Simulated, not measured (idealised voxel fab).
process module | voxel self aligned contacts
cross-section cut | 295 nm wide | cells 5 nm
A cross-section is a grid of square cells, given in bands from the top down. A band is one or more rows of cells.
Each band's line starts with the height of the band's top and of its bottom, in nm. Then come its materials from left to right, each with its width in nm. One material with "throughout" fills the band from edge to edge. "air" is empty space.
Height 0 is the level under which the wafer as received is all one material. The lowest band goes on downwards, as in "0 down".
A width such as "30 to 40" changes by the same amount from each row of cells to the next, from the band's top row to its bottom row.
"no change" after a step means that no cell of the cross-section changed.
closed voids: empty space of 8 cells or more with no open way to the top, each as width x height at its distance from the left edge, in nm
after a step's settings: what the simulator itself notes on the step
overlay nm, on a step with a mask: how far to the right of its planned place the mask lay; to the left if negative
plan
1 op RECEIVE | material Si
2 op CONFORMAL_DEP | material SiO2 | thk nm 5
3 op DIRECTIONAL_DEP | material polySi | thk nm 25
4 op DIRECTIONAL_DEP | material SiN | thk nm 20
5 op PATTERN | tone cover | mask id GATE | material resist | width nm 20 | pitch nm 75 | thk nm 15 | overlay nm 0
6 op DIRECTIONAL_ETCH | etch materials SiN | depth nm 20
7 op DIRECTIONAL_ETCH | etch materials polySi | depth nm 25
8 op STRIP | etch materials resist
9 op CONFORMAL_DEP | material SiN | thk nm 10
10 op DIRECTIONAL_ETCH | etch materials SiN | depth nm 10
11 op FILL_DEP | material SiO2 | thk nm 15
12 op CMP | height nm 55
13 op MASKED_ETCH | tone open | mask id CONTACT | width nm 55 | etch materials SiO2 | depth nm 55 | overlay nm 0
14 op CONFORMAL_DEP | material TiN | thk nm 5
15 op FILL_DEP | material Ru | thk nm 5
16 op CMP | height nm 55
17 op CONFORMAL_DEP | material SiN | thk nm 5
varied across the wafers: width nm of step 5. The plan shows the first wafer's value. All wafers start alike
first wafer as received, after step 1
  0 down: Si throughout
  closed voids: none
first wafer at the end, after step 17
  60 to 55: SiN throughout
  55 to 50: SiO2 120 | TiN 15 | Ru 25 | TiN 15 | SiO2 120
  50 to 30: SiO2 90 | SiN 40 | TiN 5 | Ru 25 | TiN 5 | SiN 40 | SiO2 90
  30 to 5: SiO2 90 | SiN 10 | polySi 20 | SiN 10 | TiN 5 | Ru 25 | TiN 5 | SiN 10 | polySi 20 | SiN 10 | SiO2 90
  5 to 0: SiO2 130 | TiN 35 | SiO2 130
  0 down: Si throughout
  closed voids: none
last wafer at the end
  60 to 55: SiN throughout
  55 to 50: SiO2 120 | TiN 55 | SiO2 120
  50 to 30: SiO2 80 | SiN 65 | TiN 10 | SiN 65 | SiO2 75
  30 to 5: SiO2 80 | SiN 10 | polySi 45 | SiN 10 | TiN 10 | SiN 10 | polySi 45 | SiN 10 | SiO2 75
  5 to 0: SiO2 145 | TiN 10 | SiO2 140
  0 down: Si throughout
  closed voids: none
each wafer at the end: cells of each material gained (+) or lost (-) since it was received, then its closed voids
width nm 20 | +50 Ru | +163 SiN | +424 SiO2 | +31 TiN | +40 polySi | closed voids: none
width nm 25 | +40 Ru | +171 SiN | +416 SiO2 | +31 TiN | +50 polySi | closed voids: none
width nm 30 | +30 Ru | +179 SiN | +408 SiO2 | +31 TiN | +60 polySi | closed voids: none
width nm 35 | +20 Ru | +187 SiN | +400 SiO2 | +31 TiN | +70 polySi | closed voids: none
width nm 40 | +10 Ru | +195 SiN | +392 SiO2 | +31 TiN | +80 polySi | closed voids: none
width nm 45 | +203 SiN | +384 SiO2 | +31 TiN | +90 polySi | closed voids: none
